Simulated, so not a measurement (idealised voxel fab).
Process module heading - voxel transistor to metal
The figure presents cross-section cut, which has a width of 295 nm and is divided into square cells with an edge length of 5 nm.
Think of the cross-section as a grid of square cells. We describe it in bands, top to bottom, and each band covers one or more rows of those cells.
What a band's entry tells you: where the top is and where the bottom is, as heights in nm, and after that what lies inside, material by material from left to right, each with its width in nm. Empty space is written as the word "empty", and a single material marked with the word "all across" occupies the band from edge to edge.
The level at which height equals 0 is the one under which the wafer, as it arrives, is entirely one material. No lower edge exists for the bottom band, which continues downward and is notated as in "0 down".
So if you see something like "30 to 40" for the width, read it as the top row of the band sitting at the first number and the bottom row at the second, with every row in between moving by the same amount as the last.
Step note "no change" = no cross-section cell changed.
Closed empty spaces (no open way to the top) of 8 cells or more are what "Trapped void list" lists, each as width x height at distance from the left edge, nm for all three.
Note: text after step settings on the step line = simulator remark on that step.
overlay nm: for a step with a mask, the amount by which the mask lay right of where it was planned; a negative amount means left of it.

Plan
1) RECEIVE with material Si
2) OXIDIZE with depth nm 5
3) CONFORMAL_DEP with material SiN, thk nm 15
4) DIRECTIONAL_DEP with material aC, thk nm 10
5) PATTERN with tone cover, mask id ACTIVE, material resist, width nm 95, pitch nm 125, thk nm 30, overlay nm 0
6) DIRECTIONAL_ETCH with etch materials aC, depth nm 10
7) STRIP with etch materials resist
8) DIRECTIONAL_ETCH with etch materials SiN, depth nm 15
9) DIRECTIONAL_ETCH with etch materials SiO2, depth nm 5
10) DIRECTIONAL_ETCH with etch materials Si, depth nm 35
11) STRIP with etch materials aC
12) OXIDIZE with depth nm 5
13) FILL_DEP with material SiO2, thk nm 15
14) CMP with height nm 15
15) SELECTIVE_ETCH with etch materials SiO2, depth nm 5
16) STRIP with etch materials SiN
17) SELECTIVE_ETCH with etch materials SiO2, depth nm 5
18) OXIDIZE with depth nm 5
19) DIRECTIONAL_DEP with material polySi, thk nm 30
20) DIRECTIONAL_DEP with material SiCN, thk nm 15
21) MASKED_ETCH with tone cover, mask id GATE, width nm 25, pitch nm 125, etch materials SiCN, depth nm 25, overlay nm 0
22) MASKED_ETCH with tone cover, mask id GATE, width nm 25, pitch nm 125, etch materials polySi, depth nm 40, overlay nm 0
23) CONFORMAL_DEP with material SiN, thk nm 5
24) DIRECTIONAL_ETCH with etch materials SiN, depth nm 5
25) DIRECTIONAL_ETCH with etch materials SiO2, depth nm 5
26) EPI with material nSi, thk nm 5
27) FILL_DEP with material SiO2, thk nm 5
28) CMP with height nm 40
29) DIRECTIONAL_DEP with material SiO2, thk nm 10
30) DIRECTIONAL_DEP with material aC, thk nm 10
31) PATTERN with tone open, mask id CONTACT, material resist, width nm 25, thk nm 30, overlay nm 0
32) DIRECTIONAL_ETCH with etch materials aC, depth nm 10
33) STRIP with etch materials resist
34) DIRECTIONAL_ETCH with etch materials SiO2, depth nm 55
35) STRIP with etch materials aC
36) CONFORMAL_DEP with material TiN, thk nm 5
37) FILL_DEP with material Ru, thk nm 10
38) CMP with height nm 50
39) DIRECTIONAL_DEP with material TiN, thk nm 5
40) DIRECTIONAL_DEP with material W, thk nm 15
41) DIRECTIONAL_DEP with material aC, thk nm 15
42) PATTERN with tone cover, mask id METAL_1, material resist, width nm 15, thk nm 35, overlay nm 0
43) DIRECTIONAL_ETCH with etch materials aC, depth nm 15
44) STRIP with etch materials resist
45) DIRECTIONAL_ETCH with etch materials W, depth nm 15
46) DIRECTIONAL_ETCH with etch materials TiN, depth nm 5
47) STRIP with etch materials aC
48) FILL_DEP with material SiO2, thk nm 5
49) CMP with height nm 70
50) CONFORMAL_DEP with material SiN, thk nm 5

This is the cross-section of the wafer as we received it, i.e. after step 1
> 0 down: Si all across
> Trapped void list: none

A wafer at the end: this start, this plan, one mistake
> 75 to 70: SiN all across
> 70 to 55: 40 nm SiO2, 15 nm W, 55 nm SiO2, 15 nm W, 40 nm SiO2, 15 nm W, 55 nm SiO2, 15 nm W, 45 nm SiO2
> 55 to 50: 40 nm SiO2, 15 nm TiN, 55 nm SiO2, 15 nm TiN, 40 nm SiO2, 15 nm TiN, 55 nm SiO2, 15 nm TiN, 45 nm SiO2
> 50 to 40: 40 nm SiO2, 5 nm TiN, 15 nm Ru, 5 nm TiN, 35 nm SiO2, 5 nm TiN, 15 nm Ru, 5 nm TiN, 40 nm SiO2, 5 nm TiN, 15 nm Ru, 5 nm TiN, 35 nm SiO2, 5 nm TiN, 15 nm Ru, 5 nm TiN, 45 nm SiO2
> 40 to 35: 30 nm SiCN, 5 nm SiN, 5 nm SiO2, 5 nm TiN, 15 nm Ru, 5 nm TiN, 5 nm SiN, 25 nm SiCN, 5 nm SiN, 5 nm TiN, 15 nm Ru, 5 nm TiN, 5 nm SiO2, 5 nm SiN, 20 nm SiCN, 5 nm SiN, 5 nm SiO2, 5 nm TiN, 15 nm Ru, 5 nm TiN, 5 nm SiN, 25 nm SiCN, 5 nm SiN, 5 nm TiN, 15 nm Ru, 5 nm TiN, 5 nm SiO2, 5 nm SiN, 35 nm SiCN
> 35 to 30: 30 nm polySi, 5 nm SiN, 5 nm SiO2, 25 nm TiN, 5 nm SiN, 25 nm SiCN, 5 nm SiN, 25 nm TiN, 5 nm SiO2, 5 nm SiN, 20 nm polySi, 5 nm SiN, 5 nm SiO2, 25 nm TiN, 5 nm SiN, 25 nm SiCN, 5 nm SiN, 25 nm TiN, 5 nm SiO2, 5 nm SiN, 35 nm polySi
> 30 to 25: 30 nm polySi, 105 nm SiCN, 20 nm polySi, 105 nm SiCN, 35 nm polySi
> 25 to 5: polySi all across
> 5 to -5: 30 nm SiO2, 105 nm polySi, 20 nm SiO2, 105 nm polySi, 35 nm SiO2
> -5 to -10: SiO2 all across
> -10 to -45: 40 nm SiO2, 85 nm Si, 40 nm SiO2, 85 nm Si, 45 nm SiO2
> -45 down: Si all across
> Trapped void list: none
Want to know what went wrong? step 20 from the plan got run twice
